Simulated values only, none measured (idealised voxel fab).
process module | voxel self aligned vias
cross-section cut | 280 nm wide | cells 5 nm
A cross-section is a grid of square cells, given in bands from the top down. A band is one or more rows of cells.
Each band's line starts with the height of the band's top and of its bottom, in nm. Then come its materials from left to right, each with its width in nm. One material with "throughout" fills the band from edge to edge. "air" is empty space.
Height 0 is the level under which the wafer as received is all one material. The lowest band goes on downwards, as in "0 down".
A width such as "30 to 40" changes by the same amount from each row of cells to the next, from the band's top row to its bottom row.
"no change" after a step means that no cell of the cross-section changed.
closed voids: empty space of 8 cells or more with no open way to the top, each as width x height at its distance from the left edge, in nm
after a step's settings: what the simulator itself notes on the step
overlay nm, on a step with a mask: how far to the right of its planned place the mask lay; to the left if negative
Each pair below shows a cross-section before one step and the cross-section after it, down to the lowest band that changed. The line under each pair gives the step between them, with its settings. The pairs can come from different runs of this module on the same starting wafer, so a pair continues from the pair above only where its "before" says so.
before
  0 down: Si throughout
  closed voids: none
after
  10 to 0: SiO2 throughout
  below 0: unchanged
  closed voids: none
the step between: op CONFORMAL_DEP | material SiO2 | thk nm 10
before: the cross-section after the pair above
after
  15 to 10: SiCN throughout
  below 10: unchanged
  closed voids: none
the step between: op CONFORMAL_DEP | material SiCN | thk nm 5
before: the cross-section after the pair above
after
  45 to 15: SiO2 throughout
  below 15: unchanged
  closed voids: none
the step between: op DIRECTIONAL_DEP | material SiO2 | thk nm 30
before: the cross-section after the pair above
after
  45 to 15: SiO2 90 | air 25 | SiO2 50 | air 25 | SiO2 90
  below 15: unchanged
  closed voids: none
the step between: op MASKED_ETCH | tone open | mask id LINES | width nm 25 | pitch nm 75 | etch materials SiO2 | depth nm 30 | overlay nm 0
before: the cross-section after the pair above
after
  50 to 45: TiN 95 | air 15 | TiN 60 | air 15 | TiN 95
  45 to 20: SiO2 90 | TiN 5 | air 15 | TiN 5 | SiO2 50 | TiN 5 | air 15 | TiN 5 | SiO2 90
  20 to 15: SiO2 90 | TiN 25 | SiO2 50 | TiN 25 | SiO2 90
  below 15: unchanged
  closed voids: none
the step between: op CONFORMAL_DEP | material TiN | thk nm 5
before: the cross-section after the pair above
after
  60 to 50: W throughout
  50 to 45: TiN 95 | W 15 | TiN 60 | W 15 | TiN 95
  45 to 20: SiO2 90 | TiN 5 | W 15 | TiN 5 | SiO2 50 | TiN 5 | W 15 | TiN 5 | SiO2 90
  below 20: unchanged
  closed voids: none
the step between: op FILL_DEP | material W | thk nm 10
before: the cross-section after the pair above
after
  45 to 20: SiO2 90 | TiN 5 | W 15 | TiN 5 | SiO2 50 | TiN 5 | W 15 | TiN 5 | SiO2 90
  below 20: unchanged
  closed voids: none
the step between: op CMP | height nm 45
before: the cross-section after the pair above
after
  45 to 40: SiO2 90 | air 25 | SiO2 50 | air 25 | SiO2 90
  below 40: unchanged
  closed voids: none
the step between: op SELECTIVE_ETCH | etch materials W Ru TiN | depth nm 5
before: the cross-section after the pair above
after
  55 to 45: SiN throughout
  45 to 40: SiO2 90 | SiN 25 | SiO2 50 | SiN 25 | SiO2 90
  below 40: unchanged
  closed voids: none
the step between: op FILL_DEP | material SiN | thk nm 10
before: the cross-section after the pair above
after
  45 to 40: SiO2 90 | SiN 25 | SiO2 50 | SiN 25 | SiO2 90
  below 40: unchanged
  closed voids: none
the step between: op CMP | height nm 45
before: the cross-section after the pair above
after
  60 to 45: SiO2 throughout
  below 45: unchanged
  closed voids: none
the step between: op DIRECTIONAL_DEP | material SiO2 | thk nm 15
before: the cross-section after the pair above
after
  80 to 60: resist 80 | air 45 | resist 155
  below 60: unchanged
  closed voids: none
the step between: op PATTERN | tone open | mask id VIAS | material resist | width nm 45 | thk nm 20 | overlay nm 0
before: the cross-section after the pair above
after
  80 to 60: resist 80 | air 45 | resist 155
  60 to 45: SiO2 80 | air 45 | SiO2 155
  below 45: unchanged
  closed voids: none
the step between: op DIRECTIONAL_ETCH | etch materials SiO2 | depth nm 15
before: the cross-section after the pair above
after
  80 to 60: resist 80 | air 45 | resist 155
  60 to 45: SiO2 80 | air 45 | SiO2 155
  45 to 40: SiO2 90 | air 25 | SiO2 50 | SiN 25 | SiO2 90
  below 40: unchanged
  closed voids: none
the step between: op DIRECTIONAL_ETCH | etch materials SiN | depth nm 5
before: the cross-section after the pair above
after
  60 to 45: SiO2 80 | air 45 | SiO2 155
  below 45: unchanged
  closed voids: none
the step between: op STRIP | etch materials resist
before: the cross-section after the pair above
after
  65 to 60: TiN 85 | air 35 | TiN 160
  60 to 50: SiO2 80 | TiN 5 | air 35 | TiN 5 | SiO2 155
  50 to 45: SiO2 80 | TiN 15 | air 15 | TiN 15 | SiO2 155
  45 to 40: SiO2 90 | TiN 25 | SiO2 50 | SiN 25 | SiO2 90
  below 40: unchanged
  closed voids: none
the step between: op CONFORMAL_DEP | material TiN | thk nm 5
before: the cross-section after the pair above
after
  75 to 65: Cu throughout
  65 to 60: TiN 85 | Cu 35 | TiN 160
  60 to 50: SiO2 80 | TiN 5 | Cu 35 | TiN 5 | SiO2 155
  50 to 45: SiO2 80 | TiN 15 | Cu 15 | TiN 15 | SiO2 155
  below 45: unchanged
  closed voids: none
the step between: op FILL_DEP | material Cu | thk nm 10
before: the cross-section after the pair above
after
  60 to 50: SiO2 80 | TiN 5 | Cu 35 | TiN 5 | SiO2 155
  below 50: unchanged
  closed voids: none
the step between: op CMP | height nm 60
before: the cross-section after the pair above
after
  65 to 60: SiCN throughout
  below 60: unchanged
  closed voids: none
the step between: op CONFORMAL_DEP | material SiCN | thk nm 5
before
  75 to 65: Cu throughout
  65 to 60: TiN 85 | Cu 35 | TiN 160
  60 to 50: SiO2 80 | TiN 5 | Cu 35 | TiN 5 | SiO2 155
  50 to 45: SiO2 80 | TiN 15 | Cu 15 | TiN 15 | SiO2 155
  45 to 40: SiO2 90 | TiN 25 | SiO2 50 | SiN 25 | SiO2 90
  40 to 20: SiO2 90 | TiN 5 | W 15 | TiN 5 | SiO2 50 | TiN 5 | W 15 | TiN 5 | SiO2 90
  20 to 15: SiO2 90 | TiN 25 | SiO2 50 | TiN 25 | SiO2 90
  15 to 10: SiCN throughout
  10 to 0: SiO2 throughout
  0 down: Si throughout
  closed voids: none
after
  80 to 75: SiCN throughout
  below 75: unchanged
  closed voids: none
the step between: op CONFORMAL_DEP | material SiCN | thk nm 5
before
  80 to 60: resist 80 | air 45 | resist 155
  60 to 45: SiO2 80 | air 45 | SiO2 155
  45 to 40: SiO2 90 | SiN 25 | SiO2 50 | SiN 25 | SiO2 90
  40 to 20: SiO2 90 | TiN 5 | W 15 | TiN 5 | SiO2 50 | TiN 5 | W 15 | TiN 5 | SiO2 90
  20 to 15: SiO2 90 | TiN 25 | SiO2 50 | TiN 25 | SiO2 90
  15 to 10: SiCN throughout
  10 to 0: SiO2 throughout
  0 down: Si throughout
  closed voids: none
after
  80 to 60: resist 80 | air 45 | resist 155
  60 to 45: SiO2 80 | air 45 | SiO2 155
  45 to 40: SiO2 80 | air 10 | SiN 25 | air 10 | SiO2 40 | SiN 25 | SiO2 90
  40 to 30: SiO2 80 | air 10 | TiN 5 | W 15 | TiN 5 | air 10 | SiO2 40 | TiN 5 | W 15 | TiN 5 | SiO2 90
  below 30: unchanged
  closed voids: none
the step between: op DIRECTIONAL_ETCH | etch materials SiO2 | depth nm 15
before: the cross-section after the pair above
after
  80 to 60: resist 80 | air 45 | resist 155
  60 to 45: SiO2 80 | air 45 | SiO2 155
  45 to 40: SiO2 80 | air 45 | SiO2 40 | SiN 25 | SiO2 90
  below 40: unchanged
  closed voids: none
the step between: op DIRECTIONAL_ETCH | etch materials SiN | depth nm 5
before: the cross-section after the pair above
after
  60 to 45: SiO2 80 | air 45 | SiO2 155
  below 45: unchanged
  closed voids: none
the step between: op STRIP | etch materials resist
before: the cross-section after the pair above
after
  65 to 60: TiN 85 | air 35 | TiN 160
  60 to 45: SiO2 80 | TiN 5 | air 35 | TiN 5 | SiO2 155
  45 to 40: SiO2 80 | TiN 45 | SiO2 40 | SiN 25 | SiO2 90
  40 to 30: SiO2 80 | TiN 15 | W 15 | TiN 15 | SiO2 40 | TiN 5 | W 15 | TiN 5 | SiO2 90
  below 30: unchanged
  closed voids: none
the step between: op CONFORMAL_DEP | material TiN | thk nm 5
before: the cross-section after the pair above
after
  75 to 65: Cu throughout
  65 to 60: TiN 85 | Cu 35 | TiN 160
  60 to 45: SiO2 80 | TiN 5 | Cu 35 | TiN 5 | SiO2 155
  below 45: unchanged
  closed voids: none
the step between: op FILL_DEP | material Cu | thk nm 10
before: the cross-section after the pair above
after
  60 to 45: SiO2 80 | TiN 5 | Cu 35 | TiN 5 | SiO2 155
  below 45: unchanged
  closed voids: none
the step between: op CMP | height nm 60
before: the cross-section after the pair above
after
  65 to 60: SiCN throughout
  below 60: unchanged
  closed voids: none
the step between: op CONFORMAL_DEP | material SiCN | thk nm 5
before
  0 down: Si throughout
  closed voids: none
after
  5 to 0: SiCN throughout
  below 0: unchanged
  closed voids: none
the step between: op CONFORMAL_DEP | material SiCN | thk nm 5
before: the cross-section after the pair above
after
  15 to 5: SiO2 throughout
  below 5: unchanged
  closed voids: none
the step between: op CONFORMAL_DEP | material SiO2 | thk nm 10
before: the cross-section after the pair above
after
  45 to 5: SiO2 throughout
  below 5: unchanged
  closed voids: none
the step between: op DIRECTIONAL_DEP | material SiO2 | thk nm 30
before: the cross-section after the pair above
after
  45 to 15: SiO2 90 | air 25 | SiO2 50 | air 25 | SiO2 90
  below 15: unchanged
  closed voids: none
the step between: op MASKED_ETCH | tone open | mask id LINES | width nm 25 | pitch nm 75 | etch materials SiO2 | depth nm 30 | overlay nm 0
before: the cross-section after the pair above
after
  50 to 45: TiN 95 | air 15 | TiN 60 | air 15 | TiN 95
  45 to 20: SiO2 90 | TiN 5 | air 15 | TiN 5 | SiO2 50 | TiN 5 | air 15 | TiN 5 | SiO2 90
  20 to 15: SiO2 90 | TiN 25 | SiO2 50 | TiN 25 | SiO2 90
  below 15: unchanged
  closed voids: none
the step between: op CONFORMAL_DEP | material TiN | thk nm 5
before: the cross-section after the pair above
after
  60 to 50: W throughout
  50 to 45: TiN 95 | W 15 | TiN 60 | W 15 | TiN 95
  45 to 20: SiO2 90 | TiN 5 | W 15 | TiN 5 | SiO2 50 | TiN 5 | W 15 | TiN 5 | SiO2 90
  below 20: unchanged
  closed voids: none
the step between: op FILL_DEP | material W | thk nm 10
before: the cross-section after the pair above
after
  45 to 20: SiO2 90 | TiN 5 | W 15 | TiN 5 | SiO2 50 | TiN 5 | W 15 | TiN 5 | SiO2 90
  below 20: unchanged
  closed voids: none
the step between: op CMP | height nm 45
before: the cross-section after the pair above
after
  45 to 40: SiO2 90 | air 25 | SiO2 50 | air 25 | SiO2 90
  below 40: unchanged
  closed voids: none
the step between: op SELECTIVE_ETCH | etch materials W Ru TiN | depth nm 5
before: the cross-section after the pair above
after
  55 to 45: SiN throughout
  45 to 40: SiO2 90 | SiN 25 | SiO2 50 | SiN 25 | SiO2 90
  below 40: unchanged
  closed voids: none
the step between: op FILL_DEP | material SiN | thk nm 10
before: the cross-section after the pair above
after
  45 to 40: SiO2 90 | SiN 25 | SiO2 50 | SiN 25 | SiO2 90
  below 40: unchanged
  closed voids: none
the step between: op CMP | height nm 45
before: the cross-section after the pair above
after
  60 to 45: SiO2 throughout
  below 45: unchanged
  closed voids: none
the step between: op DIRECTIONAL_DEP | material SiO2 | thk nm 15
before: the cross-section after the pair above
after
  80 to 60: resist 80 | air 45 | resist 155
  below 60: unchanged
  closed voids: none
the step between: op PATTERN | tone open | mask id VIAS | material resist | width nm 45 | thk nm 20 | overlay nm 0
before: the cross-section after the pair above
after
  80 to 60: resist 80 | air 45 | resist 155
  60 to 45: SiO2 80 | air 45 | SiO2 155
  below 45: unchanged
  closed voids: none
the step between: op DIRECTIONAL_ETCH | etch materials SiO2 | depth nm 15
before: the cross-section after the pair above
after
  80 to 60: resist 80 | air 45 | resist 155
  60 to 45: SiO2 80 | air 45 | SiO2 155
  45 to 40: SiO2 90 | air 25 | SiO2 50 | SiN 25 | SiO2 90
  below 40: unchanged
  closed voids: none
the step between: op DIRECTIONAL_ETCH | etch materials SiN | depth nm 5
before: the cross-section after the pair above
after
  60 to 45: SiO2 80 | air 45 | SiO2 155
  below 45: unchanged
  closed voids: none
the step between: op STRIP | etch materials resist
before: the cross-section after the pair above
after
  65 to 60: TiN 85 | air 35 | TiN 160
  60 to 50: SiO2 80 | TiN 5 | air 35 | TiN 5 | SiO2 155
  50 to 45: SiO2 80 | TiN 15 | air 15 | TiN 15 | SiO2 155
  45 to 40: SiO2 90 | TiN 25 | SiO2 50 | SiN 25 | SiO2 90
  below 40: unchanged
  closed voids: none
the step between: op CONFORMAL_DEP | material TiN | thk nm 5
before: the cross-section after the pair above
after
  75 to 65: Cu throughout
  65 to 60: TiN 85 | Cu 35 | TiN 160
  60 to 50: SiO2 80 | TiN 5 | Cu 35 | TiN 5 | SiO2 155
  50 to 45: SiO2 80 | TiN 15 | Cu 15 | TiN 15 | SiO2 155
  below 45: unchanged
  closed voids: none
the step between: op FILL_DEP | material Cu | thk nm 10
before: the cross-section after the pair above
after
  60 to 50: SiO2 80 | TiN 5 | Cu 35 | TiN 5 | SiO2 155
  below 50: unchanged
  closed voids: none
the step between: op CMP | height nm 60
before: the cross-section after the pair above
after
  65 to 60: SiCN throughout
  below 60: unchanged
  closed voids: none
the step between: op CONFORMAL_DEP | material SiCN | thk nm 5
before
  60 to 50: W throughout
  50 to 45: TiN 95 | W 15 | TiN 60 | W 15 | TiN 95
  45 to 20: SiO2 90 | TiN 5 | W 15 | TiN 5 | SiO2 50 | TiN 5 | W 15 | TiN 5 | SiO2 90
  20 to 15: SiO2 90 | TiN 25 | SiO2 50 | TiN 25 | SiO2 90
  15 to 10: SiCN throughout
  10 to 0: SiO2 throughout
  0 down: Si throughout
  closed voids: none
after
  40 to 20: SiO2 90 | TiN 5 | W 15 | TiN 5 | SiO2 50 | TiN 5 | W 15 | TiN 5 | SiO2 90
  below 20: unchanged
  closed voids: none
the step between: op CMP | height nm 40
before: the cross-section after the pair above
after
  40 to 35: SiO2 90 | air 25 | SiO2 50 | air 25 | SiO2 90
  below 35: unchanged
  closed voids: none
the step between: op SELECTIVE_ETCH | etch materials W Ru TiN | depth nm 5
before: the cross-section after the pair above
after
  50 to 40: SiN throughout
  40 to 35: SiO2 90 | SiN 25 | SiO2 50 | SiN 25 | SiO2 90
  below 35: unchanged
  closed voids: none
the step between: op FILL_DEP | material SiN | thk nm 10
before: the cross-section after the pair above
after
  45 to 40: SiN throughout
  below 40: unchanged
  closed voids: none
the step between: op CMP | height nm 45
before: the cross-section after the pair above
after
  60 to 45: SiO2 throughout
  below 45: unchanged
  closed voids: none
the step between: op DIRECTIONAL_DEP | material SiO2 | thk nm 15
before: the cross-section after the pair above
after
  80 to 60: resist 80 | air 45 | resist 155
  below 60: unchanged
  closed voids: none
the step between: op PATTERN | tone open | mask id VIAS | material resist | width nm 45 | thk nm 20 | overlay nm 0
before: the cross-section after the pair above
after
  80 to 60: resist 80 | air 45 | resist 155
  60 to 45: SiO2 80 | air 45 | SiO2 155
  below 45: unchanged
  closed voids: none
the step between: op DIRECTIONAL_ETCH | etch materials SiO2 | depth nm 15
before: the cross-section after the pair above
after
  80 to 60: resist 80 | air 45 | resist 155
  60 to 45: SiO2 80 | air 45 | SiO2 155
  45 to 40: SiN 80 | air 45 | SiN 155
  below 40: unchanged
  closed voids: none
the step between: op DIRECTIONAL_ETCH | etch materials SiN | depth nm 5
before: the cross-section after the pair above
after
  60 to 45: SiO2 80 | air 45 | SiO2 155
  below 45: unchanged
  closed voids: none
the step between: op STRIP | etch materials resist
before: the cross-section after the pair above
after
  65 to 60: TiN 85 | air 35 | TiN 160
  60 to 45: SiO2 80 | TiN 5 | air 35 | TiN 5 | SiO2 155
  45 to 40: SiN 80 | TiN 45 | SiN 155
  below 40: unchanged
  closed voids: none
the step between: op CONFORMAL_DEP | material TiN | thk nm 5
before: the cross-section after the pair above
after
  75 to 65: Cu throughout
  65 to 60: TiN 85 | Cu 35 | TiN 160
  60 to 45: SiO2 80 | TiN 5 | Cu 35 | TiN 5 | SiO2 155
  below 45: unchanged
  closed voids: none
the step between: op FILL_DEP | material Cu | thk nm 10
before: the cross-section after the pair above
after
  60 to 45: SiO2 80 | TiN 5 | Cu 35 | TiN 5 | SiO2 155
  below 45: unchanged
  closed voids: none
the step between: op CMP | height nm 60
before: the cross-section after the pair above
after
  65 to 60: SiCN throughout
  below 60: unchanged
  closed voids: none
the step between: op CONFORMAL_DEP | material SiCN | thk nm 5
before
  60 to 45: SiO2 throughout
  45 to 40: SiO2 90 | SiN 25 | SiO2 50 | SiN 25 | SiO2 90
  40 to 20: SiO2 90 | TiN 5 | W 15 | TiN 5 | SiO2 50 | TiN 5 | W 15 | TiN 5 | SiO2 90
  20 to 15: SiO2 90 | TiN 25 | SiO2 50 | TiN 25 | SiO2 90
  15 to 10: SiCN throughout
  10 to 0: SiO2 throughout
  0 down: Si throughout
  closed voids: none
after
  80 to 60: resist 85 | air 35 | resist 160
  below 60: unchanged
  closed voids: none
the step between: op PATTERN | tone open | mask id VIAS | material resist | width nm 35 | thk nm 20 | overlay nm 0
before: the cross-section after the pair above
after
  80 to 60: resist 85 | air 35 | resist 160
  60 to 45: SiO2 85 | air 35 | SiO2 160
  below 45: unchanged
  closed voids: none
the step between: op DIRECTIONAL_ETCH | etch materials SiO2 | depth nm 15
before: the cross-section after the pair above
after
  80 to 60: resist 85 | air 35 | resist 160
  60 to 45: SiO2 85 | air 35 | SiO2 160
  45 to 40: SiO2 90 | air 25 | SiO2 50 | SiN 25 | SiO2 90
  below 40: unchanged
  closed voids: none
the step between: op DIRECTIONAL_ETCH | etch materials SiN | depth nm 5
before: the cross-section after the pair above
after
  60 to 45: SiO2 85 | air 35 | SiO2 160
  below 45: unchanged
  closed voids: none
the step between: op STRIP | etch materials resist
before: the cross-section after the pair above
after
  65 to 60: TiN 90 | air 25 | TiN 165
  60 to 50: SiO2 85 | TiN 5 | air 25 | TiN 5 | SiO2 160
  50 to 45: SiO2 85 | TiN 10 | air 15 | TiN 10 | SiO2 160
  45 to 40: SiO2 90 | TiN 25 | SiO2 50 | SiN 25 | SiO2 90
  below 40: unchanged
  closed voids: none
the step between: op CONFORMAL_DEP | material TiN | thk nm 5
before: the cross-section after the pair above
after
  75 to 65: Cu throughout
  65 to 60: TiN 90 | Cu 25 | TiN 165
  60 to 50: SiO2 85 | TiN 5 | Cu 25 | TiN 5 | SiO2 160
  50 to 45: SiO2 85 | TiN 10 | Cu 15 | TiN 10 | SiO2 160
  below 45: unchanged
  closed voids: none
the step between: op FILL_DEP | material Cu | thk nm 10
before: the cross-section after the pair above
after
  60 to 50: SiO2 85 | TiN 5 | Cu 25 | TiN 5 | SiO2 160
  below 50: unchanged
  closed voids: none
the step between: op CMP | height nm 60
before: the cross-section after the pair above
after
  65 to 60: SiCN throughout
  below 60: unchanged
  closed voids: none
the step between: op CONFORMAL_DEP | material SiCN | thk nm 5
before
  60 to 45: SiO2 throughout
  45 to 40: SiO2 90 | SiN 25 | SiO2 50 | SiN 25 | SiO2 90
  40 to 20: SiO2 90 | TiN 5 | W 15 | TiN 5 | SiO2 50 | TiN 5 | W 15 | TiN 5 | SiO2 90
  20 to 15: SiO2 90 | TiN 25 | SiO2 50 | TiN 25 | SiO2 90
  15 to 10: SiCN throughout
  10 to 0: SiO2 throughout
  0 down: Si throughout
  closed voids: none
after
  80 to 60: resist 70 | air 45 | resist 165
  below 60: unchanged
  closed voids: none
the step between: op PATTERN | tone open | mask id VIAS | material resist | width nm 45 | thk nm 20 | overlay nm -10
before: the cross-section after the pair above
after
  80 to 60: resist 70 | air 45 | resist 165
  60 to 45: SiO2 70 | air 45 | SiO2 165
  below 45: unchanged
  closed voids: none
the step between: op DIRECTIONAL_ETCH | etch materials SiO2 | depth nm 15
before: the cross-section after the pair above
after
  80 to 60: resist 70 | air 45 | resist 165
  60 to 45: SiO2 70 | air 45 | SiO2 165
  45 to 40: SiO2 90 | air 25 | SiO2 50 | SiN 25 | SiO2 90
  below 40: unchanged
  closed voids: none
the step between: op DIRECTIONAL_ETCH | etch materials SiN | depth nm 5
before: the cross-section after the pair above
after
  60 to 45: SiO2 70 | air 45 | SiO2 165
  below 45: unchanged
  closed voids: none
the step between: op STRIP | etch materials resist
before: the cross-section after the pair above
after
  65 to 60: TiN 75 | air 35 | TiN 170
  60 to 50: SiO2 70 | TiN 5 | air 35 | TiN 5 | SiO2 165
  50 to 45: SiO2 70 | TiN 25 | air 15 | TiN 5 | SiO2 165
  45 to 40: SiO2 90 | TiN 25 | SiO2 50 | SiN 25 | SiO2 90
  below 40: unchanged
  closed voids: none
the step between: op CONFORMAL_DEP | material TiN | thk nm 5
before: the cross-section after the pair above
after
  75 to 65: Cu throughout
  65 to 60: TiN 75 | Cu 35 | TiN 170
  60 to 50: SiO2 70 | TiN 5 | Cu 35 | TiN 5 | SiO2 165
  50 to 45: SiO2 70 | TiN 25 | Cu 15 | TiN 5 | SiO2 165
  below 45: unchanged
  closed voids: none
the step between: op FILL_DEP | material Cu | thk nm 10
before: the cross-section after the pair above
after
  60 to 50: SiO2 70 | TiN 5 | Cu 35 | TiN 5 | SiO2 165
  below 50: unchanged
  closed voids: none
the step between: op CMP | height nm 60
before: the cross-section after the pair above
after
  65 to 60: SiCN throughout
  below 60: unchanged
  closed voids: none
the step between: op CONFORMAL_DEP | material SiCN | thk nm 5
before
  50 to 45: TiN 95 | air 15 | TiN 60 | air 15 | TiN 95
  45 to 20: SiO2 90 | TiN 5 | air 15 | TiN 5 | SiO2 50 | TiN 5 | air 15 | TiN 5 | SiO2 90
  20 to 15: SiO2 90 | TiN 25 | SiO2 50 | TiN 25 | SiO2 90
  15 to 10: SiCN throughout
  10 to 0: SiO2 throughout
  0 down: Si throughout
  closed voids: none
after
  60 to 50: Cu throughout
  50 to 45: TiN 95 | Cu 15 | TiN 60 | Cu 15 | TiN 95
  45 to 20: SiO2 90 | TiN 5 | Cu 15 | TiN 5 | SiO2 50 | TiN 5 | Cu 15 | TiN 5 | SiO2 90
  below 20: unchanged
  closed voids: none
the step between: op FILL_DEP | material Cu | thk nm 10
before: the cross-section after the pair above
after
  45 to 20: SiO2 90 | TiN 5 | Cu 15 | TiN 5 | SiO2 50 | TiN 5 | Cu 15 | TiN 5 | SiO2 90
  below 20: unchanged
  closed voids: none
the step between: op CMP | height nm 45
before: the cross-section after the pair above
after
  45 to 40: SiO2 90 | air 5 | Cu 15 | air 5 | SiO2 50 | air 5 | Cu 15 | air 5 | SiO2 90
  below 40: unchanged
  closed voids: none
the step between: op SELECTIVE_ETCH | etch materials W Ru TiN | depth nm 5
before: the cross-section after the pair above
after
  55 to 45: SiN throughout
  45 to 40: SiO2 90 | SiN 5 | Cu 15 | SiN 5 | SiO2 50 | SiN 5 | Cu 15 | SiN 5 | SiO2 90
  below 40: unchanged
  closed voids: none
the step between: op FILL_DEP | material SiN | thk nm 10
before: the cross-section after the pair above
after
  45 to 40: SiO2 90 | SiN 5 | Cu 15 | SiN 5 | SiO2 50 | SiN 5 | Cu 15 | SiN 5 | SiO2 90
  below 40: unchanged
  closed voids: none
the step between: op CMP | height nm 45
before: the cross-section after the pair above
after
  60 to 45: SiO2 throughout
  below 45: unchanged
  closed voids: none
the step between: op DIRECTIONAL_DEP | material SiO2 | thk nm 15
before: the cross-section after the pair above
after
  80 to 60: resist 80 | air 45 | resist 155
  below 60: unchanged
  closed voids: none
the step between: op PATTERN | tone open | mask id VIAS | material resist | width nm 45 | thk nm 20 | overlay nm 0
before: the cross-section after the pair above
after
  80 to 60: resist 80 | air 45 | resist 155
  60 to 45: SiO2 80 | air 45 | SiO2 155
  below 45: unchanged
  closed voids: none
the step between: op DIRECTIONAL_ETCH | etch materials SiO2 | depth nm 15
before: the cross-section after the pair above
after
  80 to 60: resist 80 | air 45 | resist 155
  60 to 45: SiO2 80 | air 45 | SiO2 155
  45 to 40: SiO2 90 | air 5 | Cu 15 | air 5 | SiO2 50 | SiN 5 | Cu 15 | SiN 5 | SiO2 90
  below 40: unchanged
  closed voids: none
the step between: op DIRECTIONAL_ETCH | etch materials SiN | depth nm 5
before: the cross-section after the pair above
after
  60 to 45: SiO2 80 | air 45 | SiO2 155
  below 45: unchanged
  closed voids: none
the step between: op STRIP | etch materials resist
before: the cross-section after the pair above
after
  65 to 60: TiN 85 | air 35 | TiN 160
  60 to 50: SiO2 80 | TiN 5 | air 35 | TiN 5 | SiO2 155
  50 to 45: SiO2 80 | TiN 45 | SiO2 155
  45 to 40: SiO2 90 | TiN 5 | Cu 15 | TiN 5 | SiO2 50 | SiN 5 | Cu 15 | SiN 5 | SiO2 90
  below 40: unchanged
  closed voids: none
the step between: op CONFORMAL_DEP | material TiN | thk nm 5
before: the cross-section after the pair above
after
  75 to 65: Cu throughout
  65 to 60: TiN 85 | Cu 35 | TiN 160
  60 to 50: SiO2 80 | TiN 5 | Cu 35 | TiN 5 | SiO2 155
  below 50: unchanged
  closed voids: none
the step between: op FILL_DEP | material Cu | thk nm 10
before: the cross-section after the pair above
after
  60 to 50: SiO2 80 | TiN 5 | Cu 35 | TiN 5 | SiO2 155
  below 50: unchanged
  closed voids: none
the step between: op CMP | height nm 60
before: the cross-section after the pair above
after
  65 to 60: SiCN throughout
  below 60: unchanged
  closed voids: none
the step between: op CONFORMAL_DEP | material SiCN | thk nm 5
before
  60 to 45: SiO2 throughout
  45 to 40: SiO2 90 | SiN 25 | SiO2 50 | SiN 25 | SiO2 90
  40 to 20: SiO2 90 | TiN 5 | W 15 | TiN 5 | SiO2 50 | TiN 5 | W 15 | TiN 5 | SiO2 90
  20 to 15: SiO2 90 | TiN 25 | SiO2 50 | TiN 25 | SiO2 90
  15 to 10: SiCN throughout
  10 to 0: SiO2 throughout
  0 down: Si throughout
  closed voids: none
after
  80 to 60: air 80 | resist 45 | air 155
  below 60: unchanged
  closed voids: none
the step between: op PATTERN | tone cover | mask id VIAS | material resist | width nm 45 | thk nm 20 | overlay nm 0
before: the cross-section after the pair above
after
  80 to 60: air 80 | resist 45 | air 155
  60 to 45: air 80 | SiO2 45 | air 155
  below 45: unchanged
  closed voids: none
the step between: op DIRECTIONAL_ETCH | etch materials SiO2 | depth nm 15
before: the cross-section after the pair above
after
  80 to 60: air 80 | resist 45 | air 155
  60 to 45: air 80 | SiO2 45 | air 155
  45 to 40: SiO2 90 | SiN 25 | SiO2 50 | air 25 | SiO2 90
  below 40: unchanged
  closed voids: none
the step between: op DIRECTIONAL_ETCH | etch materials SiN | depth nm 5
before: the cross-section after the pair above
after
  60 to 45: air 80 | SiO2 45 | air 155
  below 45: unchanged
  closed voids: none
the step between: op STRIP | etch materials resist
before: the cross-section after the pair above
after
  65 to 60: air 75 | TiN 55 | air 150
  60 to 50: air 75 | TiN 5 | SiO2 45 | TiN 5 | air 150
  50 to 45: TiN 80 | SiO2 45 | TiN 45 | air 15 | TiN 95
  45 to 40: SiO2 90 | SiN 25 | SiO2 50 | TiN 25 | SiO2 90
  below 40: unchanged
  closed voids: none
the step between: op CONFORMAL_DEP | material TiN | thk nm 5
before: the cross-section after the pair above
after
  75 to 65: Cu throughout
  65 to 60: Cu 75 | TiN 55 | Cu 150
  60 to 50: Cu 75 | TiN 5 | SiO2 45 | TiN 5 | Cu 150
  50 to 45: TiN 80 | SiO2 45 | TiN 45 | Cu 15 | TiN 95
  below 45: unchanged
  closed voids: none
the step between: op FILL_DEP | material Cu | thk nm 10
before: the cross-section after the pair above
after
  60 to 50: Cu 75 | TiN 5 | SiO2 45 | TiN 5 | Cu 150
  below 50: unchanged
  closed voids: none
the step between: op CMP | height nm 60
before: the cross-section after the pair above
after
  65 to 60: SiCN throughout
  below 60: unchanged
  closed voids: none
the step between: op CONFORMAL_DEP | material SiCN | thk nm 5
